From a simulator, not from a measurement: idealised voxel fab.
A process module follows: voxel transistor to metal.
The cross-section shown here is cut; it is 185 nm wide and divided into square cells measuring 5 nm on a side.
The cross-sections in this document take the form of a grid made of square cells. They are written out as bands, in order from top to bottom. Each band consists of one or more rows of cells. Basically the band line says how high the top is and how high the bottom is, in nm, and then what's in it from left to right, every material with its width in nm. Empty space shows up as "empty", and if a single material carries "edge to edge" it runs the full band edge to edge. For the purposes of this specification, 0 denotes the height below which the wafer in its as-received condition is composed wholly of one material, and the lowermost band, lacking a lower limit, extends downward without end, as expressed in "0..down". A width such as "30..40" changes by the same amount from each row of cells to the next, from the band's top row to its bottom row. "same as before" (step): cross-section cells unchanged, all of them. What "Closed-off voids" gives you is every empty space of 8 cells or more that is cut off from the top. Each appears as width x height at distance, with the distance taken from the left edge and width, height and distance all in nm. Formally, on a step line, whatever follows the settings is a remark that the simulator itself makes on the step. If you see "overlay nm" on a step's line and that step has a mask, it's telling you how far right of where it was planned the mask ended up; a negative number means it went left instead.
Planned step list for the process:
1: RECEIVE,material Si
2: CONFORMAL_DEP,material SiO2,thk nm 5
3: CONFORMAL_DEP,material SiN,thk nm 15
4: PATTERN,tone cover,mask id ACTIVE,material resist,width nm 105,thk nm 20,overlay nm 0
5: DIRECTIONAL_ETCH,etch materials SiN,depth nm 15
6: DIRECTIONAL_ETCH,etch materials SiO2,depth nm 5
7: DIRECTIONAL_ETCH,etch materials Si,depth nm 30
8: STRIP,etch materials resist
9: FILL_DEP,material SiO2,thk nm 5
10: CMP,height nm 20
11: SELECTIVE_ETCH,etch materials SiO2,depth nm 5
12: STRIP,etch materials SiN
13: SELECTIVE_ETCH,etch materials SiO2,depth nm 5
14: OXIDIZE,depth nm 5
15: DIRECTIONAL_DEP,material polySi,thk nm 30
16: DIRECTIONAL_DEP,material SiCN,thk nm 10
17: PATTERN,tone cover,mask id GATE,material resist,width nm 25,thk nm 20,overlay nm 0
18: DIRECTIONAL_ETCH,etch materials SiCN,depth nm 20
19: DIRECTIONAL_ETCH,etch materials polySi,depth nm 40
20: STRIP,etch materials resist
21: CONFORMAL_DEP,material SiN,thk nm 10
22: DIRECTIONAL_ETCH,etch materials SiN,depth nm 10
23: DIRECTIONAL_ETCH,etch materials SiO2,depth nm 5
24: DIRECTIONAL_ETCH,etch materials Si,depth nm 10
25: EPI,material nSi,thk nm 10
26: FILL_DEP,material SiO2,thk nm 10
27: CMP,height nm 40
28: DIRECTIONAL_DEP,material SiO2,thk nm 15
29: PATTERN,tone open,mask id CONTACT,material resist,width nm 20,pitch nm 75,thk nm 15,overlay nm 0
30: DIRECTIONAL_ETCH,etch materials SiO2,depth nm 60
31: STRIP,etch materials resist
32: CONFORMAL_DEP,material TiN,thk nm 5
33: FILL_DEP,material Ru,thk nm 5
34: CMP,height nm 55
35: DIRECTIONAL_DEP,material TiN,thk nm 5
36: DIRECTIONAL_DEP,material W,thk nm 20
37: MASKED_ETCH,tone cover,mask id METAL_1,width nm 20,pitch nm 75,etch materials W,depth nm 20,overlay nm 0
38: MASKED_ETCH,tone cover,mask id METAL_1,width nm 20,pitch nm 75,etch materials TiN,depth nm 5,overlay nm 0
39: CONFORMAL_DEP,material SiCN,thk nm 5
40: FILL_DEP,material SiO2,thk nm 5
41: CMP,height nm 80
42: CONFORMAL_DEP,material SiCN,thk nm 5
Wafer as received: cross-section following step 1:
    0..down  Si edge to edge
    Closed-off voids: none
Cross-sectional result after module completion. Note: starting condition and plan are unchanged from above; one processing mistake was made:
    85..80  SiCN edge to edge
    80..65  35 of SiO2  5 of SiCN  20 of W  5 of SiCN  45 of SiO2  5 of SiCN  20 of W  5 of SiCN  45 of SiO2
    65..60  35 of SiO2  5 of SiCN  20 of W  10 of SiCN  40 of SiO2  5 of SiCN  20 of W  10 of SiCN  40 of SiO2
    60..55  40 of SiCN  25 of TiN  50 of SiCN  25 of TiN  45 of SiCN
    55..40  45 of SiO2  5 of TiN  10 of Ru  5 of TiN  55 of SiO2  5 of TiN  10 of Ru  5 of TiN  45 of SiO2
    40..30  45 of SiO2  5 of TiN  10 of Ru  5 of TiN  5 of SiO2  10 of SiN  25 of SiCN  10 of SiN  5 of SiO2  5 of TiN  10 of Ru  5 of TiN  45 of SiO2
    30..10  45 of SiO2  5 of TiN  10 of Ru  5 of TiN  5 of SiO2  10 of SiN  25 of polySi  10 of SiN  5 of SiO2  5 of TiN  10 of Ru  5 of TiN  45 of SiO2
    10..5  35 of SiO2  10 of SiN  20 of TiN  5 of SiO2  10 of SiN  25 of polySi  10 of SiN  5 of SiO2  20 of TiN  10 of SiN  35 of SiO2
    5..0  35 of SiO2  10 of SiN  10 of nSi  5 of TiN  10 of nSi  10 of SiN  25 of polySi  10 of SiN  10 of nSi  5 of TiN  10 of nSi  10 of SiN  35 of SiO2
    0..-5  45 of SiO2  10 of nSi  5 of TiN  10 of nSi  45 of SiO2  10 of nSi  5 of TiN  10 of nSi  45 of SiO2
    -5..-15  40 of SiO2  5 of Si  25 of nSi  45 of Si  25 of nSi  5 of Si  40 of SiO2
    -15..-30  40 of SiO2  105 of Si  40 of SiO2
    -30..down  Si edge to edge
    Closed-off voids: none
It is concluded that the wafer was processed incorrectly with respect to the plan, in that step 37 did not happen as planned, as run it was MASKED_ETCH,tone cover,mask id METAL_1,width nm 20,pitch nm 75,etch materials W,depth nm 20,overlay nm -5
